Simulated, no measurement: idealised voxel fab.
You're looking at the process module voxel fin reveal.
Section shown: cut. Width: 185 nm. Cell size: 5 nm, square.
Heads up, the way a cross-section reads in here is a grid of square cells, handed over as bands from the top down, with every band being one or more rows of cells.
This entry defines a band. It first specifies the height of the band's top and the height of its bottom in nm, and then specifies the band's materials from left to right, stating each material with its width in nm. The word "all across" identifies a single material that fills the band from edge to edge, while the word "air" identifies empty space.
Where do heights start? At 0: under that level the wafer as delivered is made of one material only. And the lowest band has no floor; it just carries on downward, as in "from 0 down".
With a width like "30->40", each row of cells in the band differs from the next by the same amount, the top row carrying the first number and the bottom row the second.
For the purposes of this document, the phrase "remained unchanged" attached to a step denotes that no cell within the cross-section was modified by that step.
Entry "Sealed void inventory" = empty spaces >= 8 cells with no open way to the top; each as width x height at distance, distance from left edge, all nm.
That trailing text on a step's line, after the settings, is the simulator's own remark on the step.
You can add "overlay nm" to a step's line. For a step with a mask, it describes how far the mask lay to the right of its planned position, and a negative number describes a lay to the left.

THE STEPS PLANNED FOR THE PROCESS ARE AS FOLLOWS
1) op RECEIVE | material Si
2) op CONFORMAL_DEP | material SiN | thk nm 5
3) op PATTERN | tone cover | mask id FINS | material resist | width nm 15 | pitch nm 40 | thk nm 15 | overlay nm 0
4) op DIRECTIONAL_ETCH | etch materials SiN | depth nm 5
5) op DIRECTIONAL_ETCH | etch materials Si | depth nm 40
6) op STRIP | etch materials resist
7) op OXIDIZE | depth nm 5
8) op FILL_DEP | material SiO2 | thk nm 5
9) op CMP | height nm 5
10) op SELECTIVE_ETCH | etch materials SiO2 | depth nm 35
11) op STRIP | etch materials SiN

FIRST OF TWO WAFERS - AS PLANNED

WAFER AT RECEIPT (POST STEP 1), CROSS-SECTION
    from 0 down: Si all across
    Sealed void inventory: none

AFTER STEP 2
    from 5 to 0: SiN all across
    Rest of section, below 0: as before.

AFTER STEP 3
    from 20 to 5: air: 45  resist: 15  air: 25  resist: 15  air: 25  resist: 15  air: 45
    Rest of section, below 5: as before.

AFTER STEP 4
    from 20 to 5: air: 45  resist: 15  air: 25  resist: 15  air: 25  resist: 15  air: 45
    from 5 to 0: air: 45  SiN: 15  air: 25  SiN: 15  air: 25  SiN: 15  air: 45
    Rest of section, below 0: as before.

AFTER STEP 5
    from 20 to 5: air: 45  resist: 15  air: 25  resist: 15  air: 25  resist: 15  air: 45
    from 5 to 0: air: 45  SiN: 15  air: 25  SiN: 15  air: 25  SiN: 15  air: 45
    from 0 to -40: air: 45  Si: 15  air: 25  Si: 15  air: 25  Si: 15  air: 45
    Rest of section, below -40: as before.

AFTER STEP 6
    from 5 to 0: air: 45  SiN: 15  air: 25  SiN: 15  air: 25  SiN: 15  air: 45
    Rest of section, below 0: as before.

AFTER STEP 7
    from 5 to 0: air: 45  SiN: 15  air: 25  SiN: 15  air: 25  SiN: 15  air: 45
    from 0 to -40: air: 45  SiO2: 5  Si: 5  SiO2: 5  air: 25  SiO2: 5  Si: 5  SiO2: 5  air: 25  SiO2: 5  Si: 5  SiO2: 5  air: 45
    from -40 to -45: SiO2: 50  Si: 5  SiO2: 35  Si: 5  SiO2: 35  Si: 5  SiO2: 50
    Rest of section, below -45: as before.

AFTER STEP 8
    from 10 to 5: SiO2 all across
    from 5 to 0: SiO2: 45  SiN: 15  SiO2: 25  SiN: 15  SiO2: 25  SiN: 15  SiO2: 45
    from 0 to -45: SiO2: 50  Si: 5  SiO2: 35  Si: 5  SiO2: 35  Si: 5  SiO2: 50
    Rest of section, below -45: as before.

AFTER STEP 9
    from 5 to 0: SiO2: 45  SiN: 15  SiO2: 25  SiN: 15  SiO2: 25  SiN: 15  SiO2: 45
    Rest of section, below 0: as before.

AFTER STEP 10
    from 5 to 0: air: 45  SiN: 15  air: 25  SiN: 15  air: 25  SiN: 15  air: 45
    from 0 to -30: air: 50  Si: 5  air: 35  Si: 5  air: 35  Si: 5  air: 50
    Rest of section, below -30: as before.

AFTER STEP 11
    from 0 to -30: air: 50  Si: 5  air: 35  Si: 5  air: 35  Si: 5  air: 50
    Rest of section, below -30: as before.

IT IS TO BE NOTED THAT THE SECOND WAFER PROCEEDED FROM THE SAME INITIAL STATE AND ACCORDING TO THE SAME PLAN AS THE FIRST, ALTHOUGH ONE MISTAKE WAS COMMITTED IN ITS EXECUTION; THROUGH STEP 10, INCLUSIVE, THE TWO WAFERS SHARE AN IDENTICAL HISTORY

The second wafer in cross-section, at the planned close of step 11: remained unchanged
Want to know what went wrong? with respect to the plan, step 11 was omitted and not executed
Wafer comparison, final, in cells, second relative to first, materials more or fewer: SiN: 9 more
